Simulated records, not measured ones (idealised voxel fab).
Process module, titled voxel transistor to metal
Displayed cross-section: cut, width of 195 nm, square cells sized 5 nm.
This document writes a cross-section as a grid whose cells are square, and gives it as bands, listed from the top down; one or more rows of cells form a band. Top height, bottom height, nm. Materials left to right, width each, nm. Single material + "throughout" = fills band edge to edge. "air" = empty. Height datum 0, below which the as-received substrate wafer is one material. Lowest band open at the bottom, running downward: "0 nm and below". With a width like "30..40", each row of cells in the band differs from the next by the same amount, the top row carrying the first number and the bottom row the second. For the purposes of this document, the phrase "no alterations made" attached to a step denotes that no cell within the cross-section was modified by that step. The entry "Catalogued sealed voids" lists the empty spaces that cover at least 8 cells and have no open path to the top. Each is written as width x height at distance, where the distance is measured from the left edge and all three values are in nm. Text after the settings on a step's line: the simulator's own remark on that step. overlay nm: how far to the right of its planned place the mask lay on this masked step (negative: to the left).
plan
| 1 | RECEIVE with material Si |
| 2 | CONFORMAL_DEP with material SiO2, thk nm 5 |
| 3 | CONFORMAL_DEP with material SiN, thk nm 15 |
| 4 | PATTERN with tone cover, mask id ACTIVE, material resist, width nm 115, thk nm 15, overlay nm 0 |
| 5 | DIRECTIONAL_ETCH with etch materials SiN, depth nm 15 |
| 6 | DIRECTIONAL_ETCH with etch materials SiO2, depth nm 5 |
| 7 | DIRECTIONAL_ETCH with etch materials Si, depth nm 35 |
| 8 | STRIP with etch materials resist |
| 9 | OXIDIZE with depth nm 5 |
| 10 | FILL_DEP with material SiO2, thk nm 5 |
| 11 | CMP with height nm 20 |
| 12 | SELECTIVE_ETCH with etch materials SiO2, depth nm 10 |
| 13 | STRIP with etch materials SiN |
| 14 | SELECTIVE_ETCH with etch materials SiO2, depth nm 5 |
| 15 | OXIDIZE with depth nm 5 |
| 16 | DIRECTIONAL_DEP with material polySi, thk nm 30 |
| 17 | DIRECTIONAL_DEP with material SiCN, thk nm 15 |
| 18 | PATTERN with tone cover, mask id GATE, material resist, width nm 35, thk nm 15, overlay nm 0 |
| 19 | DIRECTIONAL_ETCH with etch materials SiCN, depth nm 25 |
| 20 | DIRECTIONAL_ETCH with etch materials polySi, depth nm 40 |
| 21 | STRIP with etch materials resist |
| 22 | CONFORMAL_DEP with material SiN, thk nm 5 |
| 23 | DIRECTIONAL_ETCH with etch materials SiN, depth nm 5 |
| 24 | DIRECTIONAL_ETCH with etch materials SiO2, depth nm 5 |
| 25 | DIRECTIONAL_ETCH with etch materials Si, depth nm 15 |
| 26 | EPI with material nSi, thk nm 20 |
| 27 | FILL_DEP with material SiO2, thk nm 5 |
| 28 | CMP with height nm 30 |
| 29 | STRIP with etch materials polySi |
| 30 | SELECTIVE_ETCH with etch materials SiO2, depth nm 5 |
| 31 | CONFORMAL_DEP with material HfO2, thk nm 5 |
| 32 | CONFORMAL_DEP with material TiN, thk nm 5 |
| 33 | FILL_DEP with material W, thk nm 10 |
| 34 | CMP with height nm 25 |
| 35 | DIRECTIONAL_DEP with material SiO2, thk nm 15 |
| 36 | DIRECTIONAL_DEP with material aC, thk nm 15 |
| 37 | PATTERN with tone open, mask id CONTACT, material resist, width nm 15, pitch nm 90, thk nm 35, overlay nm 0 |
| 38 | DIRECTIONAL_ETCH with etch materials aC, depth nm 15 |
| 39 | STRIP with etch materials resist |
| 40 | DIRECTIONAL_ETCH with etch materials SiO2, depth nm 40 |
| 41 | STRIP with etch materials aC |
| 42 | CONFORMAL_DEP with material TiN, thk nm 5 |
| 43 | FILL_DEP with material W, thk nm 5 |
| 44 | CMP with height nm 40 |
| 45 | CONFORMAL_DEP with material SiCN, thk nm 5 |
| 46 | DIRECTIONAL_DEP with material SiO2, thk nm 20 |
| 47 | PATTERN with tone open, mask id METAL_1, material resist, width nm 15, pitch nm 90, thk nm 20, overlay nm 0 |
| 48 | DIRECTIONAL_ETCH with etch materials SiO2, depth nm 20 |
| 49 | DIRECTIONAL_ETCH with etch materials SiCN, depth nm 5 |
| 50 | STRIP with etch materials resist |
| 51 | CONFORMAL_DEP with material TiN, thk nm 5 |
| 52 | FILL_DEP with material Cu, thk nm 10 |
| 53 | CMP with height nm 65 |
| 54 | EPI with material Ru, thk nm 5 |
| 55 | FILL_DEP with material SiCN, thk nm 5 |
| 56 | DIRECTIONAL_DEP with material SiO2, thk nm 25 |
| 57 | PATTERN with tone open, mask id METAL_2, material resist, width nm 15, pitch nm 90, thk nm 20, overlay nm 0 |
| 58 | DIRECTIONAL_ETCH with etch materials SiO2, depth nm 15 |
| 59 | STRIP with etch materials resist |
| 60 | MASKED_ETCH with tone open, mask id METAL_2_HOLES, width nm 15, pitch nm 90, etch materials SiO2, depth nm 10, overlay nm 0 |
| 61 | MASKED_ETCH with tone open, mask id METAL_2_HOLES, width nm 15, pitch nm 90, etch materials SiCN, depth nm 5, overlay nm 0 |
| 62 | CONFORMAL_DEP with material TiN, thk nm 5 |
| 63 | FILL_DEP with material Cu, thk nm 10 |
| 64 | CMP with height nm 100 |
| 65 | CONFORMAL_DEP with material SiN, thk nm 5 |
First of two wafers, with the run carried out as planned
Wafer cross-section on receipt, i.e. after step 1
> 0 nm and below: Si throughout
> Catalogued sealed voids: none
Cross-section: wafer state after step 2
> 5 nm to 0 nm: SiO2 throughout
> Below 0, no change.
Cross-section: wafer state after step 3
> 20 nm to 5 nm: SiN throughout
> Below 5, no change.
Cross-section: wafer state after step 4
> 35 nm to 20 nm: air: 40 / resist: 115 / air: 40
> Below 20, no change.
Cross-section: wafer state after step 5
> 35 nm to 20 nm: air: 40 / resist: 115 / air: 40
> 20 nm to 5 nm: air: 40 / SiN: 115 / air: 40
> Below 5, no change.
Cross-section: wafer state after step 6
> 35 nm to 20 nm: air: 40 / resist: 115 / air: 40
> 20 nm to 5 nm: air: 40 / SiN: 115 / air: 40
> 5 nm to 0 nm: air: 40 / SiO2: 115 / air: 40
> Below 0, no change.
Cross-section: wafer state after step 7
> 35 nm to 20 nm: air: 40 / resist: 115 / air: 40
> 20 nm to 5 nm: air: 40 / SiN: 115 / air: 40
> 5 nm to 0 nm: air: 40 / SiO2: 115 / air: 40
> 0 nm to -35 nm: air: 40 / Si: 115 / air: 40
> Below -35, no change.
Cross-section: wafer state after step 8
> 20 nm to 5 nm: air: 40 / SiN: 115 / air: 40
> Below 5, no change.
Cross-section: wafer state after step 9
> 20 nm to 5 nm: air: 40 / SiN: 115 / air: 40
> 5 nm to 0 nm: air: 40 / SiO2: 115 / air: 40
> 0 nm to -35 nm: air: 40 / SiO2: 5 / Si: 105 / SiO2: 5 / air: 40
> -35 nm to -40 nm: SiO2: 45 / Si: 105 / SiO2: 45
> Below -40, no change.
Cross-section: wafer state after step 10
> 25 nm to 20 nm: SiO2 throughout
> 20 nm to 5 nm: SiO2: 40 / SiN: 115 / SiO2: 40
> 5 nm to 0 nm: SiO2 throughout
> 0 nm to -40 nm: SiO2: 45 / Si: 105 / SiO2: 45
> Below -40, no change.
Cross-section: wafer state after step 11
> 20 nm to 5 nm: SiO2: 40 / SiN: 115 / SiO2: 40
> Below 5, no change.
Cross-section: wafer state after step 12
> 20 nm to 10 nm: air: 40 / SiN: 115 / air: 40
> Below 10, no change.
Cross-section: wafer state after step 13
> 10 nm to 5 nm: SiO2: 40 / air: 115 / SiO2: 40
> Below 5, no change.
Cross-section: wafer state after step 14
> 5 nm to 0 nm: SiO2: 35 / air: 125 / SiO2: 35
> Below 0, no change.
Cross-section: wafer state after step 15
> 5 nm to 0 nm: SiO2: 35 / air: 125 / SiO2: 35
> 0 nm to -5 nm: SiO2 throughout
> Below -5, no change.
Cross-section: wafer state after step 16
> 35 nm to 30 nm: polySi: 35 / air: 125 / polySi: 35
> 30 nm to 5 nm: polySi throughout
> 5 nm to 0 nm: SiO2: 35 / polySi: 125 / SiO2: 35
> Below 0, no change.
Cross-section: wafer state after step 17
> 50 nm to 45 nm: SiCN: 35 / air: 125 / SiCN: 35
> 45 nm to 35 nm: SiCN throughout
> 35 nm to 30 nm: polySi: 35 / SiCN: 125 / polySi: 35
> Below 30, no change.
Cross-section: wafer state after step 18
> 65 nm to 50 nm: air: 80 / resist: 35 / air: 80
> 50 nm to 45 nm: SiCN: 35 / air: 45 / resist: 35 / air: 45 / SiCN: 35
> Below 45, no change.
Cross-section: wafer state after step 19
> 65 nm to 45 nm: air: 80 / resist: 35 / air: 80
> 45 nm to 35 nm: air: 80 / SiCN: 35 / air: 80
> 35 nm to 30 nm: polySi: 35 / air: 45 / SiCN: 35 / air: 45 / polySi: 35
> Below 30, no change.
Cross-section: wafer state after step 20
> 65 nm to 45 nm: air: 80 / resist: 35 / air: 80
> 45 nm to 30 nm: air: 80 / SiCN: 35 / air: 80
> 30 nm to 5 nm: air: 80 / polySi: 35 / air: 80
> 5 nm to 0 nm: SiO2: 35 / air: 45 / polySi: 35 / air: 45 / SiO2: 35
> Below 0, no change.
Cross-section: wafer state after step 21
> 45 nm to 30 nm: air: 80 / SiCN: 35 / air: 80
> Below 30, no change.
Cross-section: wafer state after step 22
> 50 nm to 45 nm: air: 75 / SiN: 45 / air: 75
> 45 nm to 30 nm: air: 75 / SiN: 5 / SiCN: 35 / SiN: 5 / air: 75
> 30 nm to 10 nm: air: 75 / SiN: 5 / polySi: 35 / SiN: 5 / air: 75
> 10 nm to 5 nm: SiN: 40 / air: 35 / SiN: 5 / polySi: 35 / SiN: 5 / air: 35 / SiN: 40
> 5 nm to 0 nm: SiO2: 35 / SiN: 45 / polySi: 35 / SiN: 45 / SiO2: 35
> Below 0, no change.
Cross-section: wafer state after step 23
> 45 nm to 30 nm: air: 75 / SiN: 5 / SiCN: 35 / SiN: 5 / air: 75
> 30 nm to 5 nm: air: 75 / SiN: 5 / polySi: 35 / SiN: 5 / air: 75
> 5 nm to 0 nm: SiO2: 35 / SiN: 5 / air: 35 / SiN: 5 / polySi: 35 / SiN: 5 / air: 35 / SiN: 5 / SiO2: 35
> Below 0, no change.
Cross-section: wafer state after step 24
> 45 nm to 30 nm: air: 75 / SiN: 5 / SiCN: 35 / SiN: 5 / air: 75
> 30 nm to 5 nm: air: 75 / SiN: 5 / polySi: 35 / SiN: 5 / air: 75
> 5 nm to 0 nm: air: 35 / SiN: 5 / air: 35 / SiN: 5 / polySi: 35 / SiN: 5 / air: 35 / SiN: 5 / air: 35
> 0 nm to -5 nm: SiO2: 40 / air: 35 / SiO2: 45 / air: 35 / SiO2: 40
> Below -5, no change.
Cross-section: wafer state after step 25
> 45 nm to 30 nm: air: 75 / SiN: 5 / SiCN: 35 / SiN: 5 / air: 75
> 30 nm to 5 nm: air: 75 / SiN: 5 / polySi: 35 / SiN: 5 / air: 75
> 5 nm to 0 nm: air: 35 / SiN: 5 / air: 35 / SiN: 5 / polySi: 35 / SiN: 5 / air: 35 / SiN: 5 / air: 35
> 0 nm to -5 nm: SiO2: 40 / air: 35 / SiO2: 45 / air: 35 / SiO2: 40
> -5 nm to -20 nm: SiO2: 45 / air: 30 / Si: 45 / air: 30 / SiO2: 45
> Below -20, no change.
Cross-section: wafer state after step 26
> 45 nm to 30 nm: air: 75 / SiN: 5 / SiCN: 35 / SiN: 5 / air: 75
> 30 nm to 15 nm: air: 75 / SiN: 5 / polySi: 35 / SiN: 5 / air: 75
> 15 nm to 5 nm: air: 55 / nSi: 20 / SiN: 5 / polySi: 35 / SiN: 5 / nSi: 20 / air: 55
> 5 nm to 0 nm: air: 35 / SiN: 5 / air: 15 / nSi: 20 / SiN: 5 / polySi: 35 / SiN: 5 / nSi: 20 / air: 15 / SiN: 5 / air: 35
> 0 nm to -5 nm: SiO2: 40 / nSi: 35 / SiO2: 45 / nSi: 35 / SiO2: 40
> -5 nm to -20 nm: SiO2: 45 / nSi: 30 / Si: 45 / nSi: 30 / SiO2: 45
> Below -20, no change.
Cross-section: wafer state after step 27
> 50 nm to 45 nm: SiO2 throughout
> 45 nm to 30 nm: SiO2: 75 / SiN: 5 / SiCN: 35 / SiN: 5 / SiO2: 75
> 30 nm to 15 nm: SiO2: 75 / SiN: 5 / polySi: 35 / SiN: 5 / SiO2: 75
> 15 nm to 5 nm: SiO2: 55 / nSi: 20 / SiN: 5 / polySi: 35 / SiN: 5 / nSi: 20 / SiO2: 55
> 5 nm to 0 nm: SiO2: 35 / SiN: 5 / SiO2: 15 / nSi: 20 / SiN: 5 / polySi: 35 / SiN: 5 / nSi: 20 / SiO2: 15 / SiN: 5 / SiO2: 35
> Below 0, no change.
Cross-section: wafer state after step 28
> 30 nm to 15 nm: SiO2: 75 / SiN: 5 / polySi: 35 / SiN: 5 / SiO2: 75
> Below 15, no change.
Cross-section: wafer state after step 29
> 30 nm to 15 nm: SiO2: 75 / SiN: 5 / air: 35 / SiN: 5 / SiO2: 75
> 15 nm to 5 nm: SiO2: 55 / nSi: 20 / SiN: 5 / air: 35 / SiN: 5 / nSi: 20 / SiO2: 55
> 5 nm to 0 nm: SiO2: 35 / SiN: 5 / SiO2: 15 / nSi: 20 / SiN: 5 / air: 35 / SiN: 5 / nSi: 20 / SiO2: 15 / SiN: 5 / SiO2: 35
> Below 0, no change.
Cross-section: wafer state after step 30
> 30 nm to 25 nm: air: 75 / SiN: 5 / air: 35 / SiN: 5 / air: 75
> 25 nm to 15 nm: SiO2: 75 / SiN: 5 / air: 35 / SiN: 5 / SiO2: 75
> 15 nm to 5 nm: SiO2: 55 / nSi: 20 / SiN: 5 / air: 35 / SiN: 5 / nSi: 20 / SiO2: 55
> 5 nm to 0 nm: SiO2: 35 / SiN: 5 / SiO2: 15 / nSi: 20 / SiN: 5 / air: 35 / SiN: 5 / nSi: 20 / SiO2: 15 / SiN: 5 / SiO2: 35
> 0 nm to -5 nm: SiO2: 40 / nSi: 35 / air: 45 / nSi: 35 / SiO2: 40
> Below -5, no change.
Cross-section: wafer state after step 31
> 35 nm to 30 nm: air: 70 / HfO2: 15 / air: 25 / HfO2: 15 / air: 70
> 30 nm to 25 nm: HfO2: 75 / SiN: 5 / HfO2: 5 / air: 25 / HfO2: 5 / SiN: 5 / HfO2: 75
> 25 nm to 15 nm: SiO2: 75 / SiN: 5 / HfO2: 5 / air: 25 / HfO2: 5 / SiN: 5 / SiO2: 75
> 15 nm to 5 nm: SiO2: 55 / nSi: 20 / SiN: 5 / HfO2: 5 / air: 25 / HfO2: 5 / SiN: 5 / nSi: 20 / SiO2: 55
> 5 nm to 0 nm: SiO2: 35 / SiN: 5 / SiO2: 15 / nSi: 20 / SiN: 5 / HfO2: 5 / air: 25 / HfO2: 5 / SiN: 5 / nSi: 20 / SiO2: 15 / SiN: 5 / SiO2: 35
> 0 nm to -5 nm: SiO2: 40 / nSi: 35 / HfO2: 45 / nSi: 35 / SiO2: 40
> Below -5, no change.
Cross-section: wafer state after step 32
> 40 nm to 35 nm: air: 65 / TiN: 25 / air: 15 / TiN: 25 / air: 65
> 35 nm to 30 nm: TiN: 70 / HfO2: 15 / TiN: 5 / air: 15 / TiN: 5 / HfO2: 15 / TiN: 70
> 30 nm to 25 nm: HfO2: 75 / SiN: 5 / HfO2: 5 / TiN: 5 / air: 15 / TiN: 5 / HfO2: 5 / SiN: 5 / HfO2: 75
> 25 nm to 15 nm: SiO2: 75 / SiN: 5 / HfO2: 5 / TiN: 5 / air: 15 / TiN: 5 / HfO2: 5 / SiN: 5 / SiO2: 75
> 15 nm to 5 nm: SiO2: 55 / nSi: 20 / SiN: 5 / HfO2: 5 / TiN: 5 / air: 15 / TiN: 5 / HfO2: 5 / SiN: 5 / nSi: 20 / SiO2: 55
> 5 nm to 0 nm: SiO2: 35 / SiN: 5 / SiO2: 15 / nSi: 20 / SiN: 5 / HfO2: 5 / TiN: 25 / HfO2: 5 / SiN: 5 / nSi: 20 / SiO2: 15 / SiN: 5 / SiO2: 35
> Below 0, no change.
Cross-section: wafer state after step 33
> 50 nm to 40 nm: W throughout
> 40 nm to 35 nm: W: 65 / TiN: 25 / W: 15 / TiN: 25 / W: 65
> 35 nm to 30 nm: TiN: 70 / HfO2: 15 / TiN: 5 / W: 15 / TiN: 5 / HfO2: 15 / TiN: 70
> 30 nm to 25 nm: HfO2: 75 / SiN: 5 / HfO2: 5 / TiN: 5 / W: 15 / TiN: 5 / HfO2: 5 / SiN: 5 / HfO2: 75
> 25 nm to 15 nm: SiO2: 75 / SiN: 5 / HfO2: 5 / TiN: 5 / W: 15 / TiN: 5 / HfO2: 5 / SiN: 5 / SiO2: 75
> 15 nm to 5 nm: SiO2: 55 / nSi: 20 / SiN: 5 / HfO2: 5 / TiN: 5 / W: 15 / TiN: 5 / HfO2: 5 / SiN: 5 / nSi: 20 / SiO2: 55
> Below 5, no change.
Cross-section: wafer state after step 34
> 25 nm to 15 nm: SiO2: 75 / SiN: 5 / HfO2: 5 / TiN: 5 / W: 15 / TiN: 5 / HfO2: 5 / SiN: 5 / SiO2: 75
> Below 15, no change.
Cross-section: wafer state after step 35
> 40 nm to 25 nm: SiO2 throughout
> Below 25, no change.
Cross-section: wafer state after step 36
> 55 nm to 40 nm: aC throughout
> Below 40, no change.
Cross-section: wafer state after step 37
> 90 nm to 55 nm: resist: 45 / air: 15 / resist: 75 / air: 15 / resist: 45
> Below 55, no change.
Cross-section: wafer state after step 38
> 75 nm to 55 nm: resist: 45 / air: 15 / resist: 75 / air: 15 / resist: 45
> 55 nm to 40 nm: aC: 45 / air: 15 / aC: 75 / air: 15 / aC: 45
> Below 40, no change.
Cross-section: wafer state after step 39
> 55 nm to 40 nm: aC: 45 / air: 15 / aC: 75 / air: 15 / aC: 45
> Below 40, no change.
Cross-section: wafer state after step 40
> 55 nm to 40 nm: aC: 45 / air: 15 / aC: 75 / air: 15 / aC: 45
> 40 nm to 25 nm: SiO2: 45 / air: 15 / SiO2: 75 / air: 15 / SiO2: 45
> 25 nm to 15 nm: SiO2: 45 / air: 15 / SiO2: 15 / SiN: 5 / HfO2: 5 / TiN: 5 / W: 15 / TiN: 5 / HfO2: 5 / SiN: 5 / SiO2: 15 / air: 15 / SiO2: 45
> 15 nm to 5 nm: SiO2: 45 / air: 10 / nSi: 20 / SiN: 5 / HfO2: 5 / TiN: 5 / W: 15 / TiN: 5 / HfO2: 5 / SiN: 5 / nSi: 20 / air: 10 / SiO2: 45
> 5 nm to 0 nm: SiO2: 35 / SiN: 5 / SiO2: 5 / air: 10 / nSi: 20 / SiN: 5 / HfO2: 5 / TiN: 25 / HfO2: 5 / SiN: 5 / nSi: 20 / air: 10 / SiO2: 5 / SiN: 5 / SiO2: 35
> Below 0, no change.
Cross-section: wafer state after step 41
> 40 nm to 25 nm: SiO2: 45 / air: 15 / SiO2: 75 / air: 15 / SiO2: 45
> Below 25, no change.
Cross-section: wafer state after step 42
> 45 nm to 40 nm: TiN: 50 / air: 5 / TiN: 85 / air: 5 / TiN: 50
> 40 nm to 25 nm: SiO2: 45 / TiN: 5 / air: 5 / TiN: 5 / SiO2: 75 / TiN: 5 / air: 5 / TiN: 5 / SiO2: 45
> 25 nm to 20 nm: SiO2: 45 / TiN: 5 / air: 5 / TiN: 5 / SiO2: 15 / SiN: 5 / HfO2: 5 / TiN: 5 / W: 15 / TiN: 5 / HfO2: 5 / SiN: 5 / SiO2: 15 / TiN: 5 / air: 5 / TiN: 5 / SiO2: 45
> 20 nm to 15 nm: SiO2: 45 / TiN: 15 / SiO2: 15 / SiN: 5 / HfO2: 5 / TiN: 5 / W: 15 / TiN: 5 / HfO2: 5 / SiN: 5 / SiO2: 15 / TiN: 15 / SiO2: 45
> 15 nm to 5 nm: SiO2: 45 / TiN: 10 / nSi: 20 / SiN: 5 / HfO2: 5 / TiN: 5 / W: 15 / TiN: 5 / HfO2: 5 / SiN: 5 / nSi: 20 / TiN: 10 / SiO2: 45
> 5 nm to 0 nm: SiO2: 35 / SiN: 5 / SiO2: 5 / TiN: 10 / nSi: 20 / SiN: 5 / HfO2: 5 / TiN: 25 / HfO2: 5 / SiN: 5 / nSi: 20 / TiN: 10 / SiO2: 5 / SiN: 5 / SiO2: 35
> Below 0, no change.
Cross-section: wafer state after step 43
> 50 nm to 45 nm: W throughout
> 45 nm to 40 nm: TiN: 50 / W: 5 / TiN: 85 / W: 5 / TiN: 50
> 40 nm to 25 nm: SiO2: 45 / TiN: 5 / W: 5 / TiN: 5 / SiO2: 75 / TiN: 5 / W: 5 / TiN: 5 / SiO2: 45
> 25 nm to 20 nm: SiO2: 45 / TiN: 5 / W: 5 / TiN: 5 / SiO2: 15 / SiN: 5 / HfO2: 5 / TiN: 5 / W: 15 / TiN: 5 / HfO2: 5 / SiN: 5 / SiO2: 15 / TiN: 5 / W: 5 / TiN: 5 / SiO2: 45
> Below 20, no change.
Cross-section: wafer state after step 44
> 40 nm to 25 nm: SiO2: 45 / TiN: 5 / W: 5 / TiN: 5 / SiO2: 75 / TiN: 5 / W: 5 / TiN: 5 / SiO2: 45
> Below 25, no change.
Cross-section: wafer state after step 45
> 45 nm to 40 nm: SiCN throughout
> Below 40, no change.
Cross-section: wafer state after step 46
> 65 nm to 45 nm: SiO2 throughout
> Below 45, no change.
Cross-section: wafer state after step 47
> 85 nm to 65 nm: resist: 45 / air: 15 / resist: 75 / air: 15 / resist: 45
> Below 65, no change.
Cross-section: wafer state after step 48
> 85 nm to 65 nm: resist: 45 / air: 15 / resist: 75 / air: 15 / resist: 45
> 65 nm to 45 nm: SiO2: 45 / air: 15 / SiO2: 75 / air: 15 / SiO2: 45
> Below 45, no change.
Cross-section: wafer state after step 49
> 85 nm to 65 nm: resist: 45 / air: 15 / resist: 75 / air: 15 / resist: 45
> 65 nm to 45 nm: SiO2: 45 / air: 15 / SiO2: 75 / air: 15 / SiO2: 45
> 45 nm to 40 nm: SiCN: 45 / air: 15 / SiCN: 75 / air: 15 / SiCN: 45
> Below 40, no change.
Cross-section: wafer state after step 50
> 65 nm to 45 nm: SiO2: 45 / air: 15 / SiO2: 75 / air: 15 / SiO2: 45
> Below 45, no change.
Cross-section: wafer state after step 51
> 70 nm to 65 nm: TiN: 50 / air: 5 / TiN: 85 / air: 5 / TiN: 50
> 65 nm to 45 nm: SiO2: 45 / TiN: 5 / air: 5 / TiN: 5 / SiO2: 75 / TiN: 5 / air: 5 / TiN: 5 / SiO2: 45
> 45 nm to 40 nm: SiCN: 45 / TiN: 15 / SiCN: 75 / TiN: 15 / SiCN: 45
> Below 40, no change.
Cross-section: wafer state after step 52
> 80 nm to 70 nm: Cu throughout
> 70 nm to 65 nm: TiN: 50 / Cu: 5 / TiN: 85 / Cu: 5 / TiN: 50
> 65 nm to 45 nm: SiO2: 45 / TiN: 5 / Cu: 5 / TiN: 5 / SiO2: 75 / TiN: 5 / Cu: 5 / TiN: 5 / SiO2: 45
> Below 45, no change.
Cross-section: wafer state after step 53
> 65 nm to 45 nm: SiO2: 45 / TiN: 5 / Cu: 5 / TiN: 5 / SiO2: 75 / TiN: 5 / Cu: 5 / TiN: 5 / SiO2: 45
> Below 45, no change.
Cross-section: wafer state after step 54
> 70 nm to 65 nm: air: 40 / Ru: 25 / air: 65 / Ru: 25 / air: 40
> Below 65, no change.
Cross-section: wafer state after step 55
> 75 nm to 70 nm: SiCN throughout
> 70 nm to 65 nm: SiCN: 40 / Ru: 25 / SiCN: 65 / Ru: 25 / SiCN: 40
> Below 65, no change.
Cross-section: wafer state after step 56
> 100 nm to 75 nm: SiO2 throughout
> Below 75, no change.
Cross-section: wafer state after step 57
> 120 nm to 100 nm: resist: 45 / air: 15 / resist: 75 / air: 15 / resist: 45
> Below 100, no change.
Cross-section: wafer state after step 58
> 120 nm to 100 nm: resist: 45 / air: 15 / resist: 75 / air: 15 / resist: 45
> 100 nm to 85 nm: SiO2: 45 / air: 15 / SiO2: 75 / air: 15 / SiO2: 45
> Below 85, no change.
Cross-section: wafer state after step 59
> 100 nm to 85 nm: SiO2: 45 / air: 15 / SiO2: 75 / air: 15 / SiO2: 45
> Below 85, no change.
Cross-section: wafer state after step 60
> 100 nm to 75 nm: SiO2: 45 / air: 15 / SiO2: 75 / air: 15 / SiO2: 45
> Below 75, no change.
Cross-section: wafer state after step 61
> 100 nm to 75 nm: SiO2: 45 / air: 15 / SiO2: 75 / air: 15 / SiO2: 45
> 75 nm to 70 nm: SiCN: 45 / air: 15 / SiCN: 75 / air: 15 / SiCN: 45
> Below 70, no change.
Cross-section: wafer state after step 62
> 105 nm to 100 nm: TiN: 50 / air: 5 / TiN: 85 / air: 5 / TiN: 50
> 100 nm to 75 nm: SiO2: 45 / TiN: 5 / air: 5 / TiN: 5 / SiO2: 75 / TiN: 5 / air: 5 / TiN: 5 / SiO2: 45
> 75 nm to 70 nm: SiCN: 45 / TiN: 15 / SiCN: 75 / TiN: 15 / SiCN: 45
> Below 70, no change.
Cross-section: wafer state after step 63
> 115 nm to 105 nm: Cu throughout
> 105 nm to 100 nm: TiN: 50 / Cu: 5 / TiN: 85 / Cu: 5 / TiN: 50
> 100 nm to 75 nm: SiO2: 45 / TiN: 5 / Cu: 5 / TiN: 5 / SiO2: 75 / TiN: 5 / Cu: 5 / TiN: 5 / SiO2: 45
> Below 75, no change.
Cross-section: wafer state after step 64
> 100 nm to 75 nm: SiO2: 45 / TiN: 5 / Cu: 5 / TiN: 5 / SiO2: 75 / TiN: 5 / Cu: 5 / TiN: 5 / SiO2: 45
> Below 75, no change.
Cross-section: wafer state after step 65
> 105 nm to 100 nm: SiN throughout
> Below 100, no change.
Wafer two. Same start, same plan, one slip in execution. Same as wafer one through step 52, inclusive
The second wafer cut through, at the time step 53 was supposed to be finished: no alterations made
The second wafer cut through, at the time step 54 was supposed to be finished
> 85 nm to 80 nm: Ru throughout
> Below 80, no change.
The second wafer cut through, at the time step 55 was supposed to be finished
> 90 nm to 85 nm: SiCN throughout
> Below 85, no change.
The second wafer cut through, at the time step 56 was supposed to be finished
> 115 nm to 90 nm: SiO2 throughout
> Below 90, no change.
The second wafer cut through, at the time step 57 was supposed to be finished
> 135 nm to 115 nm: resist: 45 / air: 15 / resist: 75 / air: 15 / resist: 45
> Below 115, no change.
The second wafer cut through, at the time step 58 was supposed to be finished
> 135 nm to 115 nm: resist: 45 / air: 15 / resist: 75 / air: 15 / resist: 45
> 115 nm to 100 nm: SiO2: 45 / air: 15 / SiO2: 75 / air: 15 / SiO2: 45
> Below 100, no change.
The second wafer cut through, at the time step 59 was supposed to be finished
> 115 nm to 100 nm: SiO2: 45 / air: 15 / SiO2: 75 / air: 15 / SiO2: 45
> Below 100, no change.
The second wafer cut through, at the time step 60 was supposed to be finished
> 115 nm to 90 nm: SiO2: 45 / air: 15 / SiO2: 75 / air: 15 / SiO2: 45
> Below 90, no change.
The second wafer cut through, at the time step 61 was supposed to be finished
> 115 nm to 90 nm: SiO2: 45 / air: 15 / SiO2: 75 / air: 15 / SiO2: 45
> 90 nm to 85 nm: SiCN: 45 / air: 15 / SiCN: 75 / air: 15 / SiCN: 45
> Below 85, no change.
The second wafer cut through, at the time step 62 was supposed to be finished
> 120 nm to 115 nm: TiN: 50 / air: 5 / TiN: 85 / air: 5 / TiN: 50
> 115 nm to 90 nm: SiO2: 45 / TiN: 5 / air: 5 / TiN: 5 / SiO2: 75 / TiN: 5 / air: 5 / TiN: 5 / SiO2: 45
> 90 nm to 85 nm: SiCN: 45 / TiN: 15 / SiCN: 75 / TiN: 15 / SiCN: 45
> Below 85, no change.
The second wafer cut through, at the time step 63 was supposed to be finished
> 130 nm to 120 nm: Cu throughout
> 120 nm to 115 nm: TiN: 50 / Cu: 5 / TiN: 85 / Cu: 5 / TiN: 50
> 115 nm to 90 nm: SiO2: 45 / TiN: 5 / Cu: 5 / TiN: 5 / SiO2: 75 / TiN: 5 / Cu: 5 / TiN: 5 / SiO2: 45
> Below 90, no change.
The second wafer cut through, at the time step 64 was supposed to be finished
> 100 nm to 90 nm: SiO2: 45 / TiN: 5 / Cu: 5 / TiN: 5 / SiO2: 75 / TiN: 5 / Cu: 5 / TiN: 5 / SiO2: 45
> Below 90, no change.
The second wafer cut through, at the time step 65 was supposed to be finished
> 105 nm to 100 nm: SiN throughout
> Below 100, no change.
Diagnosis: heads up, step 53 of the plan was skipped and never actually ran
End of process, cell counts, second wafer against first, materials with more or fewer: 74 more of Cu | 29 more of Ru | 29 fewer of SiCN | 99 fewer of SiO2 | 25 more of TiN
